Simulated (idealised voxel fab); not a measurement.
Proc. module: voxel fin reveal
FYI the section here is cut, 215 nm wide, cells are 5 nm squares.
If you're reading a cross-section in this doc, picture square cells in a grid; it comes to you as bands, top ones listed first down to the bottom, and a band can be one or more rows of cells.
A band entry consists of two parts. The first gives the height of the band's top and the height of its bottom, in nm. The rest lists the band's materials from left to right, each with its width in nm. A single material labelled with the word "edge to edge" fills the band from edge to edge, and the word "blank" marks empty space.
All heights in this document are referenced to 0, defined as the level beneath which the wafer, as received, consists entirely of one material. The lowest band is not bounded below; it extends indefinitely downward and is written in the form "0..down".
Note: "30..40" means the width goes from the first number (top row of the band) to the second number (bottom row) in equal steps per row of cells.
Given "no modifications" for a step, no cell of the cross-section differs between before and after that step.
The label "Unvented voids" introduces a list of the empty spaces, 8 cells or larger, that have no open way up to the top; each entry in it reads width x height at distance, where the distance is taken from the left edge and all three are stated in nm.
Where a step's line continues beyond its settings, the continuation is a remark by the simulator itself on that step.
A step's line can hold "overlay nm"; with a mask on that step, the setting says how far right of the planned place the mask lay, while a negative setting says it lay to the left.

PROCESS STEPS (PLANNED)
1. RECEIVE: material Si
2. CONFORMAL_DEP: material SiN, thk nm 10
3. MASKED_ETCH: tone cover, mask id FINS, width nm 15, pitch nm 45, etch materials SiN, depth nm 10, overlay nm 0
4. MASKED_ETCH: tone cover, mask id FINS, width nm 15, pitch nm 45, etch materials Si, depth nm 30, overlay nm 0
5. OXIDIZE: depth nm 5
6. FILL_DEP: material SiO2, thk nm 15
7. CMP: height nm 0
8. SELECTIVE_ETCH: etch materials SiO2, depth nm 20
9. STRIP: etch materials SiN
For this document, wafers share an identical start and vary in the step 7 height nm; the plan quotes the first wafer's value.

SO THIS IS THE FIRST OF SEVERAL WAFERS, CROSS-SECTIONED AS IT CAME TO US, MEANING IT'S AT THE END OF STEP 1
0..down: Si edge to edge
Unvented voids: none

FIRST WAFER AT THE END, AFTER STEP 9
0..-20: blank 80 | Si 5 | blank 40 | Si 5 | blank 85
-20..-35: SiO2 80 | Si 5 | SiO2 40 | Si 5 | SiO2 85
-35..down: Si edge to edge
Unvented voids: none

END OF MODULE: CROSS-SECTION, LAST OF SEVERAL WAFERS
5..0: SiO2 75 | blank 15 | SiO2 30 | blank 15 | SiO2 80
0..-35: SiO2 80 | Si 5 | SiO2 40 | Si 5 | SiO2 85
-35..down: Si edge to edge
Unvented voids: none

EACH WAFER AT THE END: CELLS OF EACH MATERIAL GAINED (+) OR LOST (-) SINCE IT WAS RECEIVED, THEN ITS CLOSED VOIDS
height nm 0, -287 Si, +123 SiO2, Unvented voids: none
height nm 5, -287 Si, +164 SiO2, Unvented voids: none
height nm 10, -287 Si, +205 SiO2, Unvented voids: none
height nm 15, -287 Si, +246 SiO2, Unvented voids: none
height nm 20, -287 Si, +287 SiO2, Unvented voids: none
height nm 25, -287 Si, +324 SiO2, Unvented voids: none
